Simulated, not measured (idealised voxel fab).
Process module in this document: voxel air gaps
It is cross-section cut that appears here, measuring 235 nm in width, its square cells being 5 nm in size.
A cross-section is a grid of square cells, given in bands from the top down. A band is one or more rows of cells.
Band: top height; bottom height; in nm. Then, left to right: material with width in nm, for each material. "everywhere": a single material spanning edge to edge. "blank": empty space.
Below 0: as-received wafer, all one material; heights counted from there. Lowest band: no bottom, goes on down, written "from 0 down".
When a width is written as two numbers, as in "30->40", the first number is the width in the top row of cells of the band and the second is the width in its bottom row, and the width changes by the same amount from each row to the next.
"no change" -> step changed no cross-section cell.
This entry, "Voids, enclosed", enumerates those empty regions of no fewer than 8 cells that possess no open connection to the top. Each region is reported in the form width x height at distance, the distance being taken from the left edge, with all three quantities expressed in nm.
Read whatever lies past the settings on a step's line as the simulator's own remark about the step.
"overlay nm" denotes, for a step that has a mask, the displacement of the mask to the right of its planned place, with negative values corresponding to the left.
Listed below are the process steps as planned
1: RECEIVE [material Si]
2: CONFORMAL_DEP [material SiO2] [thk nm 10]
3: CONFORMAL_DEP [material SiCN] [thk nm 5]
4: DIRECTIONAL_DEP [material SiO2] [thk nm 40]
5: MASKED_ETCH [tone open] [mask id LINES] [width nm 15] [pitch nm 45] [etch materials SiO2] [depth nm 40] [overlay nm 0]
6: CONFORMAL_DEP [material TiN] [thk nm 5]
7: FILL_DEP [material W] [thk nm 5]
8: CMP [height nm 55]
9: EPI [material Ru] [thk nm 10]
10: SELECTIVE_ETCH [etch materials SiO2] [depth nm 50]
11: CONFORMAL_DEP [material SiCN] [thk nm 5]
Don't read the plan's width nm for step 5 as applying to every wafer: that's the first wafer's value, and the wafers differ in it, though they all start identical.
This is how the first of several wafers looked in cross-section when it arrived, which is after step 1
> from 0 down | Si everywhere
> Voids, enclosed: none
Wafer rows, end of module: cells per material gained (+) or lost (-) since receipt; closed voids last
width nm 15 | +56 Ru | +206 SiCN | +94 SiO2 | +68 TiN | +28 W | Voids, enclosed: 20 x 30 at 65; 20 x 30 at 110; 20 x 30 at 155
width nm 20 | +64 Ru | +194 SiCN | +94 SiO2 | +72 TiN | +56 W | Voids, enclosed: 15 x 30 at 65; 15 x 30 at 110; 15 x 30 at 155
width nm 25 | +72 Ru | +122 SiCN | +190 SiO2 | +76 TiN | +84 W | Voids, enclosed: none
width nm 30 | +74 Ru | +122 SiCN | +166 SiO2 | +80 TiN | +112 W | Voids, enclosed: none
